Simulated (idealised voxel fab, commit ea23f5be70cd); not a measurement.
process module | voxel self aligned vias
cross-section cut | 275 nm wide | cells 5 nm
A cross-section is a grid of square cells, given in bands from the top down. A band is one or more rows of cells.
Each band's line starts with the height of the band's top and of its bottom, in nm. Then come its materials from left to right, each with its width in nm. One material with "throughout" fills the band from edge to edge. "air" is empty space.
Height 0 is the level under which the wafer as received is all one material. The lowest band goes on downwards, as in "0 down".
A width such as "30 to 40" changes by the same amount from each row of cells to the next, from the band's top row to its bottom row.
"no change" after a step means that no cell of the cross-section changed.
closed voids: empty space of 8 cells or more with no open way to the top, each as width x height at its distance from the left edge, in nm
after a step's settings: what the simulator itself notes on the step
overlay nm, on a step with a mask: how far to the right of its planned place the mask lay; to the left if negative
plan
1 op RECEIVE | material Si
2 op CONFORMAL_DEP | material SiO2 | thk nm 10
3 op CONFORMAL_DEP | material SiCN | thk nm 5
4 op DIRECTIONAL_DEP | material SiO2 | thk nm 20
5 op MASKED_ETCH | tone open | mask id LINES | width nm 20 | pitch nm 50 | etch materials SiO2 | depth nm 20 | overlay nm 0
6 op CONFORMAL_DEP | material TiN | thk nm 5
7 op FILL_DEP | material W | thk nm 10
8 op CMP | height nm 35
9 op SELECTIVE_ETCH | etch materials W Ru TiN | depth nm 10
10 op FILL_DEP | material SiN | thk nm 10
11 op CMP | height nm 35
12 op DIRECTIONAL_DEP | material SiO2 | thk nm 15
13 op PATTERN | tone open | mask id VIAS | material resist | width nm 20 | thk nm 15 | overlay nm 0
14 op DIRECTIONAL_ETCH | etch materials SiO2 | depth nm 15
15 op DIRECTIONAL_ETCH | etch materials SiN | depth nm 10
16 op STRIP | etch materials resist
17 op CONFORMAL_DEP | material TiN | thk nm 5
18 op FILL_DEP | material Ru | thk nm 5
19 op CMP | height nm 50
20 op CONFORMAL_DEP | material SiN | thk nm 5
varied across the wafers: width nm of step 13. The plan shows the first wafer's value. All wafers start alike
first wafer as received, after step 1
  0 down: Si throughout
  closed voids: none
each wafer at the end: cells of each material gained (+) or lost (-) since it was received, then its closed voids
width nm 20 | +8 Ru | +55 SiCN | +63 SiN | +451 SiO2 | +24 TiN | +4 W | closed voids: none
width nm 25 | +10 Ru | +55 SiCN | +63 SiN | +448 SiO2 | +25 TiN | +4 W | closed voids: none
width nm 30 | +12 Ru | +55 SiCN | +63 SiN | +445 SiO2 | +26 TiN | +4 W | closed voids: none
width nm 35 | +14 Ru | +55 SiCN | +63 SiN | +442 SiO2 | +27 TiN | +4 W | closed voids: none
width nm 40 | +16 Ru | +55 SiCN | +63 SiN | +439 SiO2 | +28 TiN | +4 W | closed voids: none
width nm 45 | +18 Ru | +55 SiCN | +63 SiN | +436 SiO2 | +29 TiN | +4 W | closed voids: none
